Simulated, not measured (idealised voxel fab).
process module | voxel spacer lines
cross-section cut | 270 nm wide | cells 5 nm
A cross-section is a grid of square cells, given in bands from the top down. A band is one or more rows of cells.
Each band's line starts with the height of the band's top and of its bottom, in nm. Then come its materials from left to right, each with its width in nm. One material with "throughout" fills the band from edge to edge. "air" is empty space.
Height 0 is the level under which the wafer as received is all one material. The lowest band goes on downwards, as in "0 down".
A width such as "30 to 40" changes by the same amount from each row of cells to the next, from the band's top row to its bottom row.
"no change" after a step means that no cell of the cross-section changed.
closed voids: empty space of 8 cells or more with no open way to the top, each as width x height at its distance from the left edge, in nm
after a step's settings: what the simulator itself notes on the step
overlay nm, on a step with a mask: how far to the right of its planned place the mask lay; to the left if negative
plan
1 op RECEIVE | material Si
2 op CONFORMAL_DEP | material Al2O3 | thk nm 10
3 op DIRECTIONAL_DEP | material polySi | thk nm 20
4 op DIRECTIONAL_DEP | material aC | thk nm 25
5 op PATTERN | tone cover | mask id MANDREL | material resist | width nm 25 | pitch nm 80 | thk nm 35 | overlay nm 0
6 op DIRECTIONAL_ETCH | etch materials aC | depth nm 25
7 op STRIP | etch materials resist
8 op CONFORMAL_DEP | material SiN | thk nm 15
9 op DIRECTIONAL_ETCH | etch materials SiN | depth nm 15
10 op STRIP | etch materials aC
11 op DIRECTIONAL_ETCH | etch materials polySi | depth nm 20
12 op STRIP | etch materials SiN
first wafer, as planned
as received, after step 1
  0 down: Si throughout
  closed voids: none
after step 2
  10 to 0: Al2O3 throughout
  below 0: unchanged
after step 3
  30 to 10: polySi throughout
  below 10: unchanged
after step 4
  55 to 30: aC throughout
  below 30: unchanged
after step 5
  90 to 55: air 80 | resist 25 | air 55 | resist 25 | air 85
  below 55: unchanged
after step 6
  65 to 55: air 80 | resist 25 | air 55 | resist 25 | air 85
  55 to 30: air 80 | aC 25 | air 55 | aC 25 | air 85
  below 30: unchanged
after step 7
  55 to 30: air 80 | aC 25 | air 55 | aC 25 | air 85
  below 30: unchanged
after step 8
  70 to 55: air 65 | SiN 55 | air 25 | SiN 55 | air 70
  55 to 45: air 65 | SiN 15 | aC 25 | SiN 15 | air 25 | SiN 15 | aC 25 | SiN 15 | air 70
  45 to 30: SiN 80 | aC 25 | SiN 55 | aC 25 | SiN 85
  below 30: unchanged
after step 9
  55 to 30: air 65 | SiN 15 | aC 25 | SiN 15 | air 25 | SiN 15 | aC 25 | SiN 15 | air 70
  below 30: unchanged
after step 10
  55 to 30: air 65 | SiN 15 | air 25 | SiN 15 | air 25 | SiN 15 | air 25 | SiN 15 | air 70
  below 30: unchanged
after step 11
  55 to 30: air 65 | SiN 15 | air 25 | SiN 15 | air 25 | SiN 15 | air 25 | SiN 15 | air 70
  30 to 10: air 65 | polySi 15 | air 25 | polySi 15 | air 25 | polySi 15 | air 25 | polySi 15 | air 70
  below 10: unchanged
after step 12
  30 to 10: air 65 | polySi 15 | air 25 | polySi 15 | air 25 | polySi 15 | air 25 | polySi 15 | air 70
  below 10: unchanged
second wafer: like start, like plan, one mistake. Through step 4 it matches the first wafer
when step 5 should have ended
  90 to 55: resist 80 | air 25 | resist 55 | air 25 | resist 85
  below 55: unchanged
when step 6 should have ended
  65 to 55: resist 80 | air 25 | resist 55 | air 25 | resist 85
  55 to 30: aC 80 | air 25 | aC 55 | air 25 | aC 85
  below 30: unchanged
when step 7 should have ended
  55 to 30: aC 80 | air 25 | aC 55 | air 25 | aC 85
  below 30: unchanged
when step 8 should have ended
  70 to 55: SiN throughout
  55 to 30: aC 80 | SiN 25 | aC 55 | SiN 25 | aC 85
  below 30: unchanged
when step 9 should have ended
  55 to 30: aC 80 | SiN 25 | aC 55 | SiN 25 | aC 85
  below 30: unchanged
when step 10 should have ended
  55 to 30: air 80 | SiN 25 | air 55 | SiN 25 | air 85
  below 30: unchanged
when step 11 should have ended
  55 to 30: air 80 | SiN 25 | air 55 | SiN 25 | air 85
  30 to 10: air 80 | polySi 25 | air 55 | polySi 25 | air 85
  below 10: unchanged
when step 12 should have ended
  30 to 10: air 80 | polySi 25 | air 55 | polySi 25 | air 85
  below 10: unchanged
what went wrong: step 5 ran as: op PATTERN | tone open | mask id MANDREL | material resist | width nm 25 | pitch nm 80 | thk nm 35 | overlay nm 0
at the end the second wafer has, in cells: 8 fewer of polySi
